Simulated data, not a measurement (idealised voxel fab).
Proc. module: voxel capacitor over wiring
We display cut, a cross-section 145 nm in width whose square cells are each 5 nm.
Square cells in a grid make up a cross-section in this document, and the grid is given as bands, listed from the top down, each one or more rows of cells. Within each band entry, the heights of the top and of the bottom of the band appear first, in that order and in nm; the materials of the band then follow from left to right, each with its corresponding width in nm. The designation "everywhere" on a single material indicates that it fills the band from edge to edge; the designation "blank" indicates empty space. Ref level 0: as-received wafer is one material below here. Bottom band extends down with no lower bound ("0 down"). A width given as "30..40" starts at the first number in the band's top row and ends at the second number in its bottom row, shifting by an equal amount at every step from row to row. Any step labelled "everything unchanged" changed none of the cells in the cross-section. You'll see "Closed internal cavities" listing empty spaces that have no way open to the top, as long as they're 8 cells or more; the notation is width x height at distance, where the distance is from the left edge, and all of it is in nm. It should be noted that, on the line of a given step, the content following the step's settings is a remark produced by the simulator itself with respect to that step. Each step line may optionally specify "overlay nm", which for a step with a mask gives the rightward distance between the mask's planned place and where it lay, a negative value indicating the leftward direction.
Process steps - plan
step 1: RECEIVE: material Si
step 2: CONFORMAL_DEP: material SiO2, thk nm 15
step 3: DIRECTIONAL_DEP: material TiN, thk nm 5
step 4: DIRECTIONAL_DEP: material W, thk nm 15
step 5: DIRECTIONAL_DEP: material aC, thk nm 10
step 6: PATTERN: tone cover, mask id METAL_1, material resist, width nm 30, pitch nm 85, thk nm 30, overlay nm 0
step 7: DIRECTIONAL_ETCH: etch materials aC, depth nm 10
step 8: STRIP: etch materials resist
step 9: DIRECTIONAL_ETCH: etch materials W, depth nm 15
step 10: DIRECTIONAL_ETCH: etch materials TiN, depth nm 5
step 11: STRIP: etch materials aC
step 12: FILL_DEP: material lowk, thk nm 5
step 13: CMP: height nm 35
step 14: CONFORMAL_DEP: material SiCN, thk nm 5
step 15: DIRECTIONAL_DEP: material lowk, thk nm 20
step 16: PATTERN: tone open, mask id PLUG_1, material resist, width nm 15, thk nm 15, overlay nm 0
step 17: DIRECTIONAL_ETCH: etch materials lowk, depth nm 20
step 18: DIRECTIONAL_ETCH: etch materials SiCN, depth nm 5
step 19: STRIP: etch materials resist
step 20: EPI: material Ru, thk nm 10
step 21: EPI: material Ru, thk nm 10
step 22: EPI: material Ru, thk nm 5
step 23: DIRECTIONAL_DEP: material TiN, thk nm 5
step 24: DIRECTIONAL_DEP: material HfO2, thk nm 5
step 25: DIRECTIONAL_DEP: material TiN, thk nm 10
step 26: MASKED_ETCH: tone cover, mask id UPPER_PLATE, width nm 60, etch materials TiN, depth nm 10, overlay nm 0
step 27: MASKED_ETCH: tone cover, mask id UPPER_PLATE, width nm 60, etch materials HfO2, depth nm 5, overlay nm 0
step 28: DIRECTIONAL_DEP: material aC, thk nm 15
step 29: PATTERN: tone cover, mask id LOWER_PLATE, material resist, width nm 60, thk nm 30, overlay nm 0
step 30: DIRECTIONAL_ETCH: etch materials aC, depth nm 15
step 31: STRIP: etch materials resist
step 32: DIRECTIONAL_ETCH: etch materials TiN, depth nm 5
step 33: STRIP: etch materials aC
step 34: FILL_DEP: material SiO2, thk nm 20
step 35: CMP: height nm 95
step 36: DIRECTIONAL_DEP: material aC, thk nm 15
step 37: PATTERN: tone open, mask id PLUG_2, material resist, width nm 15, thk nm 30, overlay nm 0
step 38: DIRECTIONAL_ETCH: etch materials aC, depth nm 15
step 39: STRIP: etch materials resist
step 40: DIRECTIONAL_ETCH: etch materials SiO2, depth nm 15
step 41: STRIP: etch materials aC
step 42: CONFORMAL_DEP: material TiN, thk nm 5
step 43: FILL_DEP: material Ru, thk nm 5
step 44: CMP: height nm 95
step 45: CONFORMAL_DEP: material SiCN, thk nm 5
Across this set of wafers, the varied parameter is the width nm of step 29. Starting conditions are identical for every wafer, and the plan reports the value assigned to the first wafer.
The first of several wafers in cross-section, exactly as it reached us after step 1
  0 down = Si everywhere
  Closed internal cavities: none
The rows of the table below are wafers. Looking at the end of the module, a row counts, for every material, the cells the wafer has gained, shown as (+), or lost, shown as (-), since it was received; its closed voids come next
width nm 60, +12 HfO2, +17 Ru, +55 SiCN, +233 SiO2, +55 TiN, +36 W, +172 lowk, Closed internal cavities: none
width nm 65, +12 HfO2, +17 Ru, +55 SiCN, +232 SiO2, +56 TiN, +36 W, +172 lowk, Closed internal cavities: none
width nm 70, +12 HfO2, +17 Ru, +55 SiCN, +231 SiO2, +57 TiN, +36 W, +172 lowk, Closed internal cavities: none
width nm 75, +12 HfO2, +17 Ru, +55 SiCN, +230 SiO2, +58 TiN, +36 W, +172 lowk, Closed internal cavities: none
width nm 80, +12 HfO2, +17 Ru, +55 SiCN, +229 SiO2, +59 TiN, +36 W, +172 lowk, Closed internal cavities: none
width nm 85, +12 HfO2, +17 Ru, +55 SiCN, +228 SiO2, +60 TiN, +36 W, +172 lowk, Closed internal cavities: none
